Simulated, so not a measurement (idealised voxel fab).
process module | voxel gate over fins
cross-section cut | 205 nm wide | cells 5 nm
A cross-section is a grid of square cells, given in bands from the top down. A band is one or more rows of cells.
Each band's line starts with the height of the band's top and of its bottom, in nm. Then come its materials from left to right, each with its width in nm. One material with "throughout" fills the band from edge to edge. "air" is empty space.
Height 0 is the level under which the wafer as received is all one material. The lowest band goes on downwards, as in "0 down".
A width such as "30 to 40" changes by the same amount from each row of cells to the next, from the band's top row to its bottom row.
"no change" after a step means that no cell of the cross-section changed.
closed voids: empty space of 8 cells or more with no open way to the top, each as width x height at its distance from the left edge, in nm
after a step's settings: what the simulator itself notes on the step
overlay nm, on a step with a mask: how far to the right of its planned place the mask lay; to the left if negative
plan
1 op RECEIVE | material Si
2 op CONFORMAL_DEP | material SiN | thk nm 5
3 op PATTERN | tone cover | mask id FINS | material resist | width nm 15 | pitch nm 45 | thk nm 20 | overlay nm 0
4 op DIRECTIONAL_ETCH | etch materials SiN | depth nm 5
5 op DIRECTIONAL_ETCH | etch materials Si | depth nm 30
6 op STRIP | etch materials resist
7 op FILL_DEP | material SiO2 | thk nm 5
8 op CMP | height nm 5
9 op SELECTIVE_ETCH | etch materials SiO2 | depth nm 20
10 op STRIP | etch materials SiN
11 op CONFORMAL_DEP | material HfO2 | thk nm 5
12 op CONFORMAL_DEP | material TiN | thk nm 5
13 op CONFORMAL_DEP | material TiAl | thk nm 5
14 op CONFORMAL_DEP | material TiN | thk nm 5
15 op FILL_DEP | material W | thk nm 15
16 op CMP | height nm 30
17 op CONFORMAL_DEP | material SiN | thk nm 10
as received, after step 1
  0 down: Si throughout
  closed voids: none
first wafer at the end, as planned
  40 to 30: SiN throughout
  30 to 20: W throughout
  20 to 15: W 50 | TiN 100 | W 55
  15 to 10: W 50 | TiN 5 | TiAl 90 | TiN 5 | W 55
  10 to 5: W 50 | TiN 5 | TiAl 5 | TiN 35 | TiAl 10 | TiN 35 | TiAl 5 | TiN 5 | W 55
  5 to 0: TiN 55 | TiAl 5 | TiN 5 | HfO2 25 | TiN 5 | TiAl 10 | TiN 5 | HfO2 25 | TiN 5 | TiAl 5 | TiN 60
  0 to -5: TiAl 60 | TiN 5 | HfO2 5 | Si 15 | HfO2 5 | TiN 5 | TiAl 10 | TiN 5 | HfO2 5 | Si 15 | HfO2 5 | TiN 5 | TiAl 65
  -5 to -10: TiN 65 | HfO2 5 | Si 15 | HfO2 5 | TiN 20 | HfO2 5 | Si 15 | HfO2 5 | TiN 70
  -10 to -15: HfO2 70 | Si 15 | HfO2 30 | Si 15 | HfO2 75
  -15 to -30: SiO2 70 | Si 15 | SiO2 30 | Si 15 | SiO2 75
  -30 down: Si throughout
  closed voids: none
second wafer at the end: like start, like plan, one mistake
  40 to 30: SiN throughout
  30 to 20: W throughout
  20 to 15: W 50 | TiN 105 | W 50
  15 to 10: W 50 | TiN 5 | TiAl 95 | TiN 5 | W 50
  10 to 5: W 50 | TiN 5 | TiAl 5 | TiN 40 | TiAl 5 | TiN 40 | TiAl 5 | TiN 5 | W 50
  5 to 0: TiN 55 | TiAl 5 | TiN 5 | HfO2 30 | TiN 5 | TiAl 5 | TiN 5 | HfO2 30 | TiN 5 | TiAl 5 | TiN 55
  0 to -5: TiAl 60 | TiN 5 | HfO2 5 | Si 20 | HfO2 5 | TiN 5 | TiAl 5 | TiN 5 | HfO2 5 | Si 20 | HfO2 5 | TiN 5 | TiAl 60
  -5 to -10: TiN 65 | HfO2 5 | Si 20 | HfO2 5 | TiN 15 | HfO2 5 | Si 20 | HfO2 5 | TiN 65
  -10 to -15: HfO2 70 | Si 20 | HfO2 25 | Si 20 | HfO2 70
  -15 to -30: SiO2 70 | Si 20 | SiO2 25 | Si 20 | SiO2 70
  -30 down: Si throughout
  closed voids: none
what went wrong: step 3 ran as: op PATTERN | tone cover | mask id FINS | material resist | width nm 20 | pitch nm 45 | thk nm 20 | overlay nm 0
at the end the second wafer has, in cells: 12 more of Si | 6 fewer of SiO2 | 3 fewer of TiAl | 3 fewer of W
